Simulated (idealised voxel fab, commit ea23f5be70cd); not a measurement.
process module | voxel capacitor over wiring
cross-section cut | 290 nm wide | cells 5 nm
A cross-section is a grid of square cells, given in bands from the top down. A band is one or more rows of cells.
Each band's line starts with the height of the band's top and of its bottom, in nm. Then come its materials from left to right, each with its width in nm. One material with "throughout" fills the band from edge to edge. "air" is empty space.
Height 0 is the level under which the wafer as received is all one material. The lowest band goes on downwards, as in "0 down".
A width such as "30 to 40" changes by the same amount from each row of cells to the next, from the band's top row to its bottom row.
"no change" after a step means that no cell of the cross-section changed.
closed voids: empty space of 8 cells or more with no open way to the top, each as width x height at its distance from the left edge, in nm
after a step's settings: what the simulator itself notes on the step
overlay nm, on a step with a mask: how far to the right of its planned place the mask lay; to the left if negative
plan
1 op RECEIVE | material Si
2 op CONFORMAL_DEP | material SiO2 | thk nm 10
3 op CONFORMAL_DEP | material SiCN | thk nm 5
4 op DIRECTIONAL_DEP | material SiO2 | thk nm 20
5 op MASKED_ETCH | tone open | mask id METAL_1 | width nm 20 | pitch nm 80 | etch materials SiO2 | depth nm 20 | overlay nm 0
6 op MASKED_ETCH | tone open | mask id METAL_1 | width nm 20 | pitch nm 80 | etch materials SiCN | depth nm 5 | overlay nm 0
7 op CONFORMAL_DEP | material TiN | thk nm 5
8 op FILL_DEP | material Cu | thk nm 5
9 op CMP | height nm 35
10 op EPI | material Ru | thk nm 5
11 op FILL_DEP | material SiCN | thk nm 5
12 op DIRECTIONAL_DEP | material lowk | thk nm 10
13 op MASKED_ETCH | tone open | mask id PLUG_1 | width nm 15 | etch materials lowk | depth nm 10 | overlay nm 0
14 op MASKED_ETCH | tone open | mask id PLUG_1 | width nm 15 | etch materials SiCN | depth nm 5 | overlay nm 0
15 op CONFORMAL_DEP | material TiN | thk nm 5
16 op FILL_DEP | material Ru | thk nm 5
17 op CMP | height nm 55
18 op DIRECTIONAL_DEP | material TiN | thk nm 5
19 op DIRECTIONAL_DEP | material Al2O3 | thk nm 5
20 op DIRECTIONAL_DEP | material TiN | thk nm 5
21 op MASKED_ETCH | tone cover | mask id UPPER_PLATE | width nm 65 | etch materials TiN | depth nm 5 | overlay nm 0
22 op MASKED_ETCH | tone cover | mask id UPPER_PLATE | width nm 65 | etch materials Al2O3 | depth nm 5 | overlay nm 0
23 op MASKED_ETCH | tone cover | mask id LOWER_PLATE | width nm 75 | etch materials TiN | depth nm 5 | overlay nm 0
24 op FILL_DEP | material SiO2 | thk nm 15
25 op CMP | height nm 80
26 op MASKED_ETCH | tone open | mask id PLUG_2 | width nm 15 | etch materials SiO2 | depth nm 10 | overlay nm 0
27 op CONFORMAL_DEP | material TiN | thk nm 5
28 op FILL_DEP | material Cu | thk nm 5
29 op CMP | height nm 80
30 op CONFORMAL_DEP | material SiN | thk nm 5
as received, after step 1
  0 down: Si throughout
  closed voids: none
first wafer at the end, as planned
  85 to 80: SiN throughout
  80 to 75: SiO2 110 | TiN 5 | Cu 5 | TiN 5 | SiO2 165
  75 to 65: SiO2 110 to 100 | TiN 15 to 65 | SiO2 165 to 125
  65 to 60: SiO2 100 | Al2O3 65 | SiO2 125
  60 to 55: SiO2 95 | TiN 75 | SiO2 120
  55 to 45: lowk 100 | TiN 5 | Ru 5 | TiN 5 | lowk 175
  45 to 40: SiCN 100 | TiN 15 | SiCN 175
  40 to 35: SiCN 90 | Ru 30 | SiCN 50 | Ru 30 | SiCN 90
  35 to 15: SiO2 95 | TiN 5 | Cu 10 | TiN 5 | SiO2 60 | TiN 5 | Cu 10 | TiN 5 | SiO2 95
  15 to 10: SiCN 95 | TiN 20 | SiCN 60 | TiN 20 | SiCN 95
  10 to 0: SiO2 throughout
  0 down: Si throughout
  closed voids: none
second wafer at the end: like start, like plan, one mistake
  85 to 80: SiN throughout
  80 to 75: SiO2 110 | TiN 5 | Cu 5 | TiN 5 | SiO2 165
  75 to 65: SiO2 110 to 100 | TiN 15 to 65 | SiO2 165 to 125
  65 to 60: SiO2 100 | Al2O3 65 | SiO2 125
  60 to 55: SiO2 95 | TiN 75 | SiO2 120
  55 to 50: Ru 85 | TiN 20 | Ru 5 | TiN 15 | Ru 40 | TiN 40 | Ru 85
  50 to 45: TiN 90 | lowk 10 | TiN 5 | Ru 5 | TiN 5 | lowk 5 | TiN 50 | lowk 30 | TiN 90
  45 to 40: lowk 100 | TiN 15 | lowk 175
  40 to 35: lowk 90 | Ru 30 | lowk 50 | Ru 30 | lowk 90
  35 to 15: SiO2 95 | TiN 5 | Cu 10 | TiN 5 | SiO2 60 | TiN 5 | Cu 10 | TiN 5 | SiO2 95
  15 to 10: SiCN 95 | TiN 20 | SiCN 60 | TiN 20 | SiCN 95
  10 to 0: SiO2 throughout
  0 down: Si throughout
  closed voids: none
what went wrong: step 11 was left out
at the end the second wafer has, in cells: 42 more of Ru | 101 fewer of SiCN | 59 more of TiN
